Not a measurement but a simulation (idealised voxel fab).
Process module name: voxel wiring stack
The figure presents cross-section cut, which has a width of 195 nm and is divided into square cells with an edge length of 5 nm.
In this document a cross-section is written as a grid of square cells. It is given as a series of bands, listed from the top down, and a band is one or more rows of cells. Band entry format. Leading values: height of top, height of bottom, nm. Remainder: materials in left-to-right order, each with its width in nm. Special words: "all across" on a single material, which then fills the band edge to edge; "air", empty space. We count height from 0. Below that, the starting wafer is all one material. The lowest band never ends at the bottom but goes on down; see "from 0 down" for how that is written. Note: "30..40" means the width goes from the first number (top row of the band) to the second number (bottom row) in equal steps per row of cells. Where a step carries "same as before", the cross-section came out of it unchanged, cell for cell. The list in "Enclosed cavity list" covers empty spaces of 8 cells or more that cannot reach the top through any open way, and it gives each as width x height at distance; the distance is from the left edge, and width, height and distance are in nm. It should be noted that, on the line of a given step, the content following the step's settings is a remark produced by the simulator itself with respect to that step. For masked steps, "overlay nm" on the step line gives how far right of plan the mask actually lay; a minus sign means it lay to the left.

**List of planned process steps**
1,RECEIVE: material Si
2,CONFORMAL_DEP: material SiO2, thk nm 15
3,DIRECTIONAL_DEP: material TiN, thk nm 5
4,DIRECTIONAL_DEP: material W, thk nm 20
5,MASKED_ETCH: tone cover, mask id METAL_1, width nm 25, pitch nm 55, etch materials W, depth nm 20, overlay nm 0
6,MASKED_ETCH: tone cover, mask id METAL_1, width nm 25, pitch nm 55, etch materials TiN, depth nm 5, overlay nm 0
7,CONFORMAL_DEP: material SiN, thk nm 5
8,FILL_DEP: material lowk, thk nm 5
9,CMP: height nm 40
10,CONFORMAL_DEP: material SiCN, thk nm 5
11,DIRECTIONAL_DEP: material SiO2, thk nm 15
12,DIRECTIONAL_DEP: material aC, thk nm 10
13,PATTERN: tone open, mask id PLUG_1, material resist, width nm 15, thk nm 25, overlay nm 0
14,DIRECTIONAL_ETCH: etch materials aC, depth nm 10
15,STRIP: etch materials resist
16,DIRECTIONAL_ETCH: etch materials SiO2, depth nm 15
17,DIRECTIONAL_ETCH: etch materials SiCN, depth nm 5
18,STRIP: etch materials aC
19,EPI: material Ru, thk nm 10
20,EPI: material Ru, thk nm 10
21,CONFORMAL_DEP: material SiN, thk nm 5
22,DIRECTIONAL_DEP: material SiO2, thk nm 25
23,PATTERN: tone open, mask id METAL_2, material resist, width nm 25, pitch nm 55, thk nm 15, overlay nm 0
24,DIRECTIONAL_ETCH: etch materials SiO2, depth nm 25
25,DIRECTIONAL_ETCH: etch materials SiN, depth nm 5
26,STRIP: etch materials resist
27,CONFORMAL_DEP: material TiN, thk nm 5
28,FILL_DEP: material W, thk nm 10
29,CMP: height nm 90
30,CONFORMAL_DEP: material SiN, thk nm 5

**Cross-section, incoming material, after step 1**
from 0 down: Si all across
Enclosed cavity list: none

**Run as planned - first of the two wafers cross-sectioned at the end of the module**
from 95 to 90: SiN all across
from 90 to 65: 55 SiO2  5 TiN  15 W  5 TiN  30 SiO2  5 TiN  15 W  5 TiN  60 SiO2
from 65 to 60: 55 SiN  25 TiN  30 SiN  25 TiN  60 SiN
from 60 to 45: 55 SiO2  15 Ru  125 SiO2
from 45 to 40: 55 SiCN  15 Ru  125 SiCN
from 40 to 20: 50 lowk  5 SiN  25 W  5 SiN  20 lowk  5 SiN  25 W  5 SiN  55 lowk
from 20 to 15: 55 SiN  25 TiN  30 SiN  25 TiN  60 SiN
from 15 to 0: SiO2 all across
from 0 down: Si all across
Enclosed cavity list: none

**Wafer two (of two), end-of-module cross-section: start = wafer one, plan = wafer one, one run mistake**
from 95 to 90: SiN all across
from 90 to 75: 55 SiO2  5 TiN  15 W  5 TiN  30 SiO2  5 TiN  15 W  5 TiN  60 SiO2
from 75 to 70: 40 SiO2  15 SiN  25 TiN  5 SiN  25 SiO2  5 TiN  15 W  5 TiN  60 SiO2
from 70 to 65: 40 SiO2  5 SiN  35 Ru  5 SiN  25 SiO2  5 TiN  15 W  5 TiN  60 SiO2
from 65 to 60: 45 SiN  35 Ru  30 SiN  25 TiN  60 SiN
from 60 to 45: 55 SiO2  15 Ru  125 SiO2
from 45 to 40: 55 SiCN  15 Ru  125 SiCN
from 40 to 20: 50 lowk  5 SiN  25 W  5 SiN  20 lowk  5 SiN  25 W  5 SiN  55 lowk
from 20 to 15: 55 SiN  25 TiN  30 SiN  25 TiN  60 SiN
from 15 to 0: SiO2 all across
from 0 down: Si all across
Enclosed cavity list: none
What went wrong in running the wafer? an unidentifiable one of the identical steps 19 and 20 was run twice
End of process, cell counts, second wafer against first, materials with more or fewer: Ru +14 | SiN +4 | SiO2 -8 | TiN -4 | W -6
